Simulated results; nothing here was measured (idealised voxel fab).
Title: Process Module voxel transistor to metal
Cross-section cut spans 140 nm and uses square cells 5 nm in size.
Cross-sections here: square-cell grids, written as top-down lists of bands, a band being one or more rows of cells.
Within each band entry, the heights of the top and of the bottom of the band appear first, in that order and in nm; the materials of the band then follow from left to right, each with its corresponding width in nm. The designation "all across" on a single material indicates that it fills the band from edge to edge; the designation "air" indicates empty space.
The reference from which all heights are counted is 0, the level beneath which the as-received wafer is entirely one material; the lowest band, having no lower bound, proceeds downward and is written after the example "0 down".
The two numbers in a width such as "30..40" mark its ends across the band: the first belongs to the top row of cells, the second to the bottom row, and from each row to the next the width moves by the same amount.
No cell of the cross-section changed in a step that is given as "nothing altered".
Empty spaces without an open route to the top, at least 8 cells in extent, make up the entry "Unvented cavities"; each is given as width x height at distance, where the distance is measured from the left edge, and all are in nm.
Where a step's line continues beyond its settings, the continuation is a remark by the simulator itself on that step.
overlay nm: right-of-plan distance of the mask on a masked step; negative values mean left-of-plan.

Planned step list for the process:
step 1: RECEIVE [material Si]
step 2: CONFORMAL_DEP [material SiO2] [thk nm 5]
step 3: CONFORMAL_DEP [material SiN] [thk nm 10]
step 4: MASKED_ETCH [tone cover] [mask id ACTIVE] [width nm 100] [etch materials SiN] [depth nm 10] [overlay nm 0]
step 5: MASKED_ETCH [tone cover] [mask id ACTIVE] [width nm 100] [etch materials SiO2] [depth nm 5] [overlay nm 0]
step 6: MASKED_ETCH [tone cover] [mask id ACTIVE] [width nm 100] [etch materials Si] [depth nm 35] [overlay nm 0]
step 7: FILL_DEP [material SiO2] [thk nm 10]
step 8: CMP [height nm 15]
step 9: SELECTIVE_ETCH [etch materials SiO2] [depth nm 5]
step 10: STRIP [etch materials SiN]
step 11: SELECTIVE_ETCH [etch materials SiO2] [depth nm 5]
step 12: OXIDIZE [depth nm 5]
step 13: DIRECTIONAL_DEP [material polySi] [thk nm 25]
step 14: DIRECTIONAL_DEP [material SiCN] [thk nm 10]
step 15: MASKED_ETCH [tone cover] [mask id GATE] [width nm 30] [etch materials SiCN] [depth nm 20] [overlay nm 0]
step 16: MASKED_ETCH [tone cover] [mask id GATE] [width nm 30] [etch materials polySi] [depth nm 35] [overlay nm 0]
step 17: CONFORMAL_DEP [material SiN] [thk nm 10]
step 18: DIRECTIONAL_ETCH [etch materials SiN] [depth nm 10]
step 19: DIRECTIONAL_ETCH [etch materials SiO2] [depth nm 5]
step 20: DIRECTIONAL_ETCH [etch materials Si] [depth nm 15]
step 21: EPI [material SiGe] [thk nm 15]
step 22: FILL_DEP [material SiO2] [thk nm 10]
step 23: CMP [height nm 25]
step 24: STRIP [etch materials polySi]
step 25: SELECTIVE_ETCH [etch materials SiO2] [depth nm 5]
step 26: CONFORMAL_DEP [material HfO2] [thk nm 5]
step 27: CONFORMAL_DEP [material TiN] [thk nm 5]
step 28: FILL_DEP [material W] [thk nm 10]
step 29: CMP [height nm 20]
step 30: DIRECTIONAL_DEP [material SiO2] [thk nm 10]
step 31: MASKED_ETCH [tone open] [mask id CONTACT] [width nm 15] [pitch nm 75] [etch materials SiO2] [depth nm 20] [overlay nm 0]
step 32: CONFORMAL_DEP [material TiN] [thk nm 5]
step 33: FILL_DEP [material W] [thk nm 10]
step 34: CMP [height nm 30]
step 35: CONFORMAL_DEP [material SiN] [thk nm 5]
step 36: DIRECTIONAL_DEP [material lowk] [thk nm 20]
step 37: MASKED_ETCH [tone open] [mask id METAL_1] [width nm 15] [pitch nm 75] [etch materials lowk] [depth nm 20] [overlay nm 0]
step 38: MASKED_ETCH [tone open] [mask id METAL_1] [width nm 15] [pitch nm 75] [etch materials SiN] [depth nm 5] [overlay nm 0]
step 39: CONFORMAL_DEP [material TiN] [thk nm 5]
step 40: FILL_DEP [material Cu] [thk nm 10]
step 41: CMP [height nm 55]
step 42: CONFORMAL_DEP [material SiN] [thk nm 5]

Shown in cross-section is the wafer as received, that is, as it stands after step 1:
0 down  Si all across
Unvented cavities: none

The first of the two wafers as seen in cross-section once the module was finished; processing followed the plan:
60 to 55  SiN all across
55 to 35  lowk=25 | TiN=5 | Cu=5 | TiN=5 | lowk=60 | TiN=5 | Cu=5 | TiN=5 | lowk=25
35 to 30  SiN=25 | TiN=15 | SiN=60 | TiN=15 | SiN=25
30 to 20  SiO2=25 | TiN=5 | W=5 | TiN=5 | SiO2=60 | TiN=5 | W=5 | TiN=5 | SiO2=25
20 to 15  SiO2=25 | TiN=5 | W=5 | TiN=5 | SiO2=5 | SiN=10 | HfO2=5 | TiN=5 | W=10 | TiN=5 | HfO2=5 | SiN=10 | SiO2=5 | TiN=5 | W=5 | TiN=5 | SiO2=25
15 to 10  SiO2=25 | TiN=15 | SiO2=5 | SiN=10 | HfO2=5 | TiN=5 | W=10 | TiN=5 | HfO2=5 | SiN=10 | SiO2=5 | TiN=15 | SiO2=25
10 to 5  SiO2=20 | SiGe=25 | SiN=10 | HfO2=5 | TiN=5 | W=10 | TiN=5 | HfO2=5 | SiN=10 | SiGe=25 | SiO2=20
5 to 0  SiO2=15 | SiN=10 | SiGe=20 | SiN=10 | HfO2=5 | TiN=20 | HfO2=5 | SiN=10 | SiGe=20 | SiN=10 | SiO2=15
0 to -5  SiO2=25 | SiGe=20 | SiO2=5 | HfO2=40 | SiO2=5 | SiGe=20 | SiO2=25
-5 to -20  SiO2=20 | Si=5 | SiGe=20 | Si=50 | SiGe=20 | Si=5 | SiO2=20
-20 to -35  SiO2=20 | Si=100 | SiO2=20
-35 down  Si all across
Unvented cavities: none

Here is the second of the two wafers cut open at the end of the module - same start, same plan as the first one, but we made one mistake running it:
60 to 55  SiN all across
55 to 35  lowk=25 | TiN=5 | Cu=5 | TiN=5 | lowk=60 | TiN=5 | Cu=5 | TiN=5 | lowk=25
35 to 30  SiN=25 | TiN=15 | SiN=60 | TiN=15 | SiN=25
30 to 20  SiO2=25 | TiN=5 | W=5 | TiN=5 | SiO2=60 | TiN=5 | W=5 | TiN=5 | SiO2=25
20 to 15  SiO2=25 | TiN=5 | W=5 | TiN=5 | SiO2=5 | SiN=10 | HfO2=5 | TiN=5 | W=10 | TiN=5 | HfO2=5 | SiN=10 | SiO2=5 | TiN=5 | W=5 | TiN=5 | SiO2=25
15 to 10  SiO2=25 | TiN=15 | SiO2=5 | SiN=10 | HfO2=5 | TiN=5 | W=10 | TiN=5 | HfO2=5 | SiN=10 | SiO2=5 | TiN=15 | SiO2=25
10 to 5  SiO2=20 | SiGe=25 | SiN=10 | HfO2=5 | TiN=5 | W=10 | TiN=5 | HfO2=5 | SiN=10 | SiGe=30 | SiO2=15
5 to 0  SiO2=15 | SiN=10 | SiGe=20 | SiN=10 | HfO2=5 | TiN=20 | HfO2=5 | SiN=10 | SiGe=25 | SiN=10 | SiO2=10
0 to -5  SiO2=25 | SiGe=20 | SiO2=5 | HfO2=40 | SiO2=5 | SiGe=25 | SiO2=20
-5 to -20  SiO2=20 | Si=5 | SiGe=20 | Si=50 | SiGe=25 | Si=5 | SiO2=15
-20 to -35  SiO2=20 | Si=105 | SiO2=15
-35 down  Si all across
Unvented cavities: none
Against the plan, the run slipped here: not per plan at step 4, really ran MASKED_ETCH [tone cover] [mask id ACTIVE] [width nm 105] [etch materials SiN] [depth nm 10] [overlay nm 0]
Final wafer comparison in cells, second versus first, more or fewer per material: Si: 3 more | SiGe: 6 more | SiO2: 9 fewer
